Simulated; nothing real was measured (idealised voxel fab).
process module | voxel capacitor over wiring
Shown is cross-section cut, with a width of 170 nm and square cells of size 5 nm.
Format of a cross-section: grid, square cells. Given as bands. Order: top down. Band: one or more rows of cells.
Band: top height; bottom height; in nm. Then, left to right: material with width in nm, for each material. "throughout": a single material spanning edge to edge. "air": empty space.
The reference from which all heights are counted is 0, the level beneath which the as-received wafer is entirely one material; the lowest band, having no lower bound, proceeds downward and is written after the example "top 0, no bottom".
The two numbers in a width such as "30..40" mark its ends across the band: the first belongs to the top row of cells, the second to the bottom row, and from each row to the next the width moves by the same amount.
"nothing got changed" for a step: no cell of the cross-section changed in that step.
Empty spaces counting at least 8 cells and having no open way to the top are listed in "Completely enclosed voids". The notation width x height at distance is used for each, the distance being from the left edge and all three values in nm.
Step line, after settings: the simulator's comment on this step.
overlay nm: where the mask lay relative to plan, measured to the right, on steps with a mask; negatives go left.
[plan]
| 1 | RECEIVE (material Si) |
| 2 | CONFORMAL_DEP (material SiO2; thk nm 10) |
| 3 | CONFORMAL_DEP (material SiN; thk nm 5) |
| 4 | DIRECTIONAL_DEP (material SiO2; thk nm 15) |
| 5 | PATTERN (tone open; mask id METAL_1; material resist; width nm 30; pitch nm 95; thk nm 15; overlay nm 0) |
| 6 | DIRECTIONAL_ETCH (etch materials SiO2; depth nm 15) |
| 7 | DIRECTIONAL_ETCH (etch materials SiN; depth nm 5) |
| 8 | STRIP (etch materials resist) |
| 9 | CONFORMAL_DEP (material TiN; thk nm 5) |
| 10 | FILL_DEP (material Cu; thk nm 5) |
| 11 | CMP (height nm 30) |
| 12 | CONFORMAL_DEP (material SiCN; thk nm 5) |
| 13 | DIRECTIONAL_DEP (material SiO2; thk nm 10) |
| 14 | DIRECTIONAL_DEP (material aC; thk nm 10) |
| 15 | PATTERN (tone open; mask id PLUG_1; material resist; width nm 15; thk nm 25; overlay nm 0) |
| 16 | DIRECTIONAL_ETCH (etch materials aC; depth nm 10) |
| 17 | STRIP (etch materials resist) |
| 18 | DIRECTIONAL_ETCH (etch materials SiO2; depth nm 10) |
| 19 | DIRECTIONAL_ETCH (etch materials SiCN; depth nm 5) |
| 20 | STRIP (etch materials aC) |
| 21 | CONFORMAL_DEP (material TiN; thk nm 5) |
| 22 | FILL_DEP (material Ru; thk nm 5) |
| 23 | CMP (height nm 45) |
| 24 | DIRECTIONAL_DEP (material TiN; thk nm 10) |
| 25 | DIRECTIONAL_DEP (material HfO2; thk nm 5) |
| 26 | DIRECTIONAL_DEP (material TiN; thk nm 10) |
| 27 | MASKED_ETCH (tone cover; mask id UPPER_PLATE; width nm 70; etch materials TiN; depth nm 10; overlay nm 0) |
| 28 | MASKED_ETCH (tone cover; mask id UPPER_PLATE; width nm 70; etch materials HfO2; depth nm 5; overlay nm 0) |
| 29 | DIRECTIONAL_DEP (material aC; thk nm 15) |
| 30 | PATTERN (tone cover; mask id LOWER_PLATE; material resist; width nm 80; thk nm 30; overlay nm 0) |
| 31 | DIRECTIONAL_ETCH (etch materials aC; depth nm 15) |
| 32 | STRIP (etch materials resist) |
| 33 | DIRECTIONAL_ETCH (etch materials TiN; depth nm 10) |
| 34 | STRIP (etch materials aC) |
| 35 | FILL_DEP (material SiO2; thk nm 15) |
| 36 | CMP (height nm 80) |
| 37 | PATTERN (tone open; mask id PLUG_2; material resist; width nm 15; thk nm 15; overlay nm 0) |
| 38 | DIRECTIONAL_ETCH (etch materials SiO2; depth nm 10) |
| 39 | STRIP (etch materials resist) |
| 40 | CONFORMAL_DEP (material TiN; thk nm 5) |
| 41 | FILL_DEP (material Ru; thk nm 10) |
| 42 | CMP (height nm 80) |
| 43 | CONFORMAL_DEP (material SiCN; thk nm 5) |
[First wafer of two (run as planned)]
[Here's what the wafer looked like in cross-section when it arrived - that's after step 1]
	top 0, no bottom  Si throughout
	Completely enclosed voids: none
[Presented here is a cross-section of the wafer after step 2 has been performed]
	top 10, bottom 0  SiO2 throughout
	below 0: unchanged
[Presented here is a cross-section of the wafer after step 3 has been performed]
	top 15, bottom 10  SiN throughout
	below 10: unchanged
[Presented here is a cross-section of the wafer after step 4 has been performed]
	top 30, bottom 15  SiO2 throughout
	below 15: unchanged
[Presented here is a cross-section of the wafer after step 5 has been performed]
	top 45, bottom 30  20 resist / 30 air / 65 resist / 30 air / 25 resist
	below 30: unchanged
[Presented here is a cross-section of the wafer after step 6 has been performed]
	top 45, bottom 30  20 resist / 30 air / 65 resist / 30 air / 25 resist
	top 30, bottom 15  20 SiO2 / 30 air / 65 SiO2 / 30 air / 25 SiO2
	below 15: unchanged
[Presented here is a cross-section of the wafer after step 7 has been performed]
	top 45, bottom 30  20 resist / 30 air / 65 resist / 30 air / 25 resist
	top 30, bottom 15  20 SiO2 / 30 air / 65 SiO2 / 30 air / 25 SiO2
	top 15, bottom 10  20 SiN / 30 air / 65 SiN / 30 air / 25 SiN
	below 10: unchanged
[Presented here is a cross-section of the wafer after step 8 has been performed]
	top 30, bottom 15  20 SiO2 / 30 air / 65 SiO2 / 30 air / 25 SiO2
	below 15: unchanged
[Presented here is a cross-section of the wafer after step 9 has been performed]
	top 35, bottom 30  25 TiN / 20 air / 75 TiN / 20 air / 30 TiN
	top 30, bottom 15  20 SiO2 / 5 TiN / 20 air / 5 TiN / 65 SiO2 / 5 TiN / 20 air / 5 TiN / 25 SiO2
	top 15, bottom 10  20 SiN / 30 TiN / 65 SiN / 30 TiN / 25 SiN
	below 10: unchanged
[Presented here is a cross-section of the wafer after step 10 has been performed]
	top 40, bottom 35  Cu throughout
	top 35, bottom 30  25 TiN / 20 Cu / 75 TiN / 20 Cu / 30 TiN
	top 30, bottom 15  20 SiO2 / 5 TiN / 20 Cu / 5 TiN / 65 SiO2 / 5 TiN / 20 Cu / 5 TiN / 25 SiO2
	below 15: unchanged
[Presented here is a cross-section of the wafer after step 11 has been performed]
	top 30, bottom 15  20 SiO2 / 5 TiN / 20 Cu / 5 TiN / 65 SiO2 / 5 TiN / 20 Cu / 5 TiN / 25 SiO2
	below 15: unchanged
[Presented here is a cross-section of the wafer after step 12 has been performed]
	top 35, bottom 30  SiCN throughout
	below 30: unchanged
[Presented here is a cross-section of the wafer after step 13 has been performed]
	top 45, bottom 35  SiO2 throughout
	below 35: unchanged
[Presented here is a cross-section of the wafer after step 14 has been performed]
	top 55, bottom 45  aC throughout
	below 45: unchanged
[Presented here is a cross-section of the wafer after step 15 has been performed]
	top 80, bottom 55  35 resist / 15 air / 120 resist
	below 55: unchanged
[Presented here is a cross-section of the wafer after step 16 has been performed]
	top 70, bottom 55  35 resist / 15 air / 120 resist
	top 55, bottom 45  35 aC / 15 air / 120 aC
	below 45: unchanged
[Presented here is a cross-section of the wafer after step 17 has been performed]
	top 55, bottom 45  35 aC / 15 air / 120 aC
	below 45: unchanged
[Presented here is a cross-section of the wafer after step 18 has been performed]
	top 55, bottom 45  35 aC / 15 air / 120 aC
	top 45, bottom 35  35 SiO2 / 15 air / 120 SiO2
	below 35: unchanged
[Presented here is a cross-section of the wafer after step 19 has been performed]
	top 55, bottom 45  35 aC / 15 air / 120 aC
	top 45, bottom 35  35 SiO2 / 15 air / 120 SiO2
	top 35, bottom 30  35 SiCN / 15 air / 120 SiCN
	below 30: unchanged
[Presented here is a cross-section of the wafer after step 20 has been performed]
	top 45, bottom 35  35 SiO2 / 15 air / 120 SiO2
	below 35: unchanged
[Presented here is a cross-section of the wafer after step 21 has been performed]
	top 50, bottom 45  40 TiN / 5 air / 125 TiN
	top 45, bottom 35  35 SiO2 / 5 TiN / 5 air / 5 TiN / 120 SiO2
	top 35, bottom 30  35 SiCN / 15 TiN / 120 SiCN
	below 30: unchanged
[Presented here is a cross-section of the wafer after step 22 has been performed]
	top 55, bottom 50  Ru throughout
	top 50, bottom 45  40 TiN / 5 Ru / 125 TiN
	top 45, bottom 35  35 SiO2 / 5 TiN / 5 Ru / 5 TiN / 120 SiO2
	below 35: unchanged
[Presented here is a cross-section of the wafer after step 23 has been performed]
	top 45, bottom 35  35 SiO2 / 5 TiN / 5 Ru / 5 TiN / 120 SiO2
	below 35: unchanged
[Presented here is a cross-section of the wafer after step 24 has been performed]
	top 55, bottom 45  TiN throughout
	below 45: unchanged
[Presented here is a cross-section of the wafer after step 25 has been performed]
	top 60, bottom 55  HfO2 throughout
	below 55: unchanged
[Presented here is a cross-section of the wafer after step 26 has been performed]
	top 70, bottom 60  TiN throughout
	below 60: unchanged
[Presented here is a cross-section of the wafer after step 27 has been performed]
	top 70, bottom 60  35 air / 70 TiN / 65 air
	below 60: unchanged
[Presented here is a cross-section of the wafer after step 28 has been performed]
	top 70, bottom 60  35 air / 70 TiN / 65 air
	top 60, bottom 55  35 air / 70 HfO2 / 65 air
	below 55: unchanged
[Presented here is a cross-section of the wafer after step 29 has been performed]
	top 85, bottom 70  35 air / 70 aC / 65 air
	top 70, bottom 60  35 aC / 70 TiN / 65 aC
	top 60, bottom 55  35 aC / 70 HfO2 / 65 aC
	below 55: unchanged
[Presented here is a cross-section of the wafer after step 30 has been performed]
	top 115, bottom 85  30 air / 80 resist / 60 air
	top 85, bottom 70  30 air / 5 resist / 70 aC / 5 resist / 60 air
	below 70: unchanged
[Presented here is a cross-section of the wafer after step 31 has been performed]
	top 100, bottom 85  30 air / 80 resist / 60 air
	top 85, bottom 70  30 air / 5 resist / 70 aC / 5 resist / 60 air
	top 70, bottom 60  30 air / 5 aC / 70 TiN / 5 aC / 60 air
	top 60, bottom 55  30 air / 5 aC / 70 HfO2 / 5 aC / 60 air
	below 55: unchanged
[Presented here is a cross-section of the wafer after step 32 has been performed]
	top 85, bottom 70  35 air / 70 aC / 65 air
	below 70: unchanged
[Presented here is a cross-section of the wafer after step 33 has been performed]
	top 85, bottom 70  35 air / 70 aC / 65 air
	top 70, bottom 60  30 air / 5 aC / 70 TiN / 5 aC / 60 air
	top 60, bottom 55  30 air / 5 aC / 70 HfO2 / 5 aC / 60 air
	top 55, bottom 45  30 air / 80 TiN / 60 air
	below 45: unchanged
[Presented here is a cross-section of the wafer after step 34 has been performed]
	top 70, bottom 60  35 air / 70 TiN / 65 air
	top 60, bottom 55  35 air / 70 HfO2 / 65 air
	below 55: unchanged
[Presented here is a cross-section of the wafer after step 35 has been performed]
	top 85, bottom 70  SiO2 throughout
	top 70, bottom 60  35 SiO2 / 70 TiN / 65 SiO2
	top 60, bottom 55  35 SiO2 / 70 HfO2 / 65 SiO2
	top 55, bottom 45  30 SiO2 / 80 TiN / 60 SiO2
	below 45: unchanged
[Presented here is a cross-section of the wafer after step 36 has been performed]
	top 80, bottom 70  SiO2 throughout
	below 70: unchanged
[Presented here is a cross-section of the wafer after step 37 has been performed]
	top 95, bottom 80  45 resist / 15 air / 110 resist
	below 80: unchanged
[Presented here is a cross-section of the wafer after step 38 has been performed]
	top 95, bottom 80  45 resist / 15 air / 110 resist
	top 80, bottom 70  45 SiO2 / 15 air / 110 SiO2
	below 70: unchanged
[Presented here is a cross-section of the wafer after step 39 has been performed]
	top 80, bottom 70  45 SiO2 / 15 air / 110 SiO2
	below 70: unchanged
[Presented here is a cross-section of the wafer after step 40 has been performed]
	top 85, bottom 80  50 TiN / 5 air / 115 TiN
	top 80, bottom 75  45 SiO2 / 5 TiN / 5 air / 5 TiN / 110 SiO2
	top 75, bottom 70  45 SiO2 / 15 TiN / 110 SiO2
	below 70: unchanged
[Presented here is a cross-section of the wafer after step 41 has been performed]
	top 95, bottom 85  Ru throughout
	top 85, bottom 80  50 TiN / 5 Ru / 115 TiN
	top 80, bottom 75  45 SiO2 / 5 TiN / 5 Ru / 5 TiN / 110 SiO2
	below 75: unchanged
[Presented here is a cross-section of the wafer after step 42 has been performed]
	top 80, bottom 75  45 SiO2 / 5 TiN / 5 Ru / 5 TiN / 110 SiO2
	below 75: unchanged
[Presented here is a cross-section of the wafer after step 43 has been performed]
	top 85, bottom 80  SiCN throughout
	below 80: unchanged
[Second wafer, same starting conditions and recipe as the first, one mistake in executing it, nothing differs from the first up to and including step 23]
[Second wafer, section view, time point: scheduled end of step 24]
	top 55, bottom 45  SiO2 throughout
	below 45: unchanged
[Second wafer, section view, time point: scheduled end of step 25]
	top 60, bottom 55  HfO2 throughout
	below 55: unchanged
[Second wafer, section view, time point: scheduled end of step 26]
	top 70, bottom 60  TiN throughout
	below 60: unchanged
[Second wafer, section view, time point: scheduled end of step 27]
	top 70, bottom 60  35 air / 70 TiN / 65 air
	below 60: unchanged
[Second wafer, section view, time point: scheduled end of step 28]
	top 70, bottom 60  35 air / 70 TiN / 65 air
	top 60, bottom 55  35 air / 70 HfO2 / 65 air
	below 55: unchanged
[Second wafer, section view, time point: scheduled end of step 29]
	top 85, bottom 70  35 air / 70 aC / 65 air
	top 70, bottom 60  35 aC / 70 TiN / 65 aC
	top 60, bottom 55  35 aC / 70 HfO2 / 65 aC
	below 55: unchanged
[Second wafer, section view, time point: scheduled end of step 30]
	top 115, bottom 85  30 air / 80 resist / 60 air
	top 85, bottom 70  30 air / 5 resist / 70 aC / 5 resist / 60 air
	below 70: unchanged
[Second wafer, section view, time point: scheduled end of step 31]
	top 100, bottom 85  30 air / 80 resist / 60 air
	top 85, bottom 70  30 air / 5 resist / 70 aC / 5 resist / 60 air
	top 70, bottom 60  30 air / 5 aC / 70 TiN / 5 aC / 60 air
	top 60, bottom 55  30 air / 5 aC / 70 HfO2 / 5 aC / 60 air
	below 55: unchanged
[Second wafer, section view, time point: scheduled end of step 32]
	top 85, bottom 70  35 air / 70 aC / 65 air
	below 70: unchanged
Second wafer, section view, time point: scheduled end of step 33: nothing got changed
[Second wafer, section view, time point: scheduled end of step 34]
	top 70, bottom 60  35 air / 70 TiN / 65 air
	top 60, bottom 55  35 air / 70 HfO2 / 65 air
	below 55: unchanged
[Second wafer, section view, time point: scheduled end of step 35]
	top 85, bottom 70  SiO2 throughout
	top 70, bottom 60  35 SiO2 / 70 TiN / 65 SiO2
	top 60, bottom 55  35 SiO2 / 70 HfO2 / 65 SiO2
	below 55: unchanged
[Second wafer, section view, time point: scheduled end of step 36]
	top 80, bottom 70  SiO2 throughout
	below 70: unchanged
[Second wafer, section view, time point: scheduled end of step 37]
	top 95, bottom 80  45 resist / 15 air / 110 resist
	below 80: unchanged
[Second wafer, section view, time point: scheduled end of step 38]
	top 95, bottom 80  45 resist / 15 air / 110 resist
	top 80, bottom 70  45 SiO2 / 15 air / 110 SiO2
	below 70: unchanged
[Second wafer, section view, time point: scheduled end of step 39]
	top 80, bottom 70  45 SiO2 / 15 air / 110 SiO2
	below 70: unchanged
[Second wafer, section view, time point: scheduled end of step 40]
	top 85, bottom 80  50 TiN / 5 air / 115 TiN
	top 80, bottom 75  45 SiO2 / 5 TiN / 5 air / 5 TiN / 110 SiO2
	top 75, bottom 70  45 SiO2 / 15 TiN / 110 SiO2
	below 70: unchanged
[Second wafer, section view, time point: scheduled end of step 41]
	top 95, bottom 85  Ru throughout
	top 85, bottom 80  50 TiN / 5 Ru / 115 TiN
	top 80, bottom 75  45 SiO2 / 5 TiN / 5 Ru / 5 TiN / 110 SiO2
	below 75: unchanged
[Second wafer, section view, time point: scheduled end of step 42]
	top 80, bottom 75  45 SiO2 / 5 TiN / 5 Ru / 5 TiN / 110 SiO2
	below 75: unchanged
[Second wafer, section view, time point: scheduled end of step 43]
	top 85, bottom 80  SiCN throughout
	below 80: unchanged
Against the plan, the run slipped here: step 24 ran differently from the plan; actual operation with settings: DIRECTIONAL_DEP (material SiO2; thk nm 10)
Final tally in cells, some materials are higher or lower on the second wafer than on the first: 32 more of SiO2 | 32 fewer of TiN
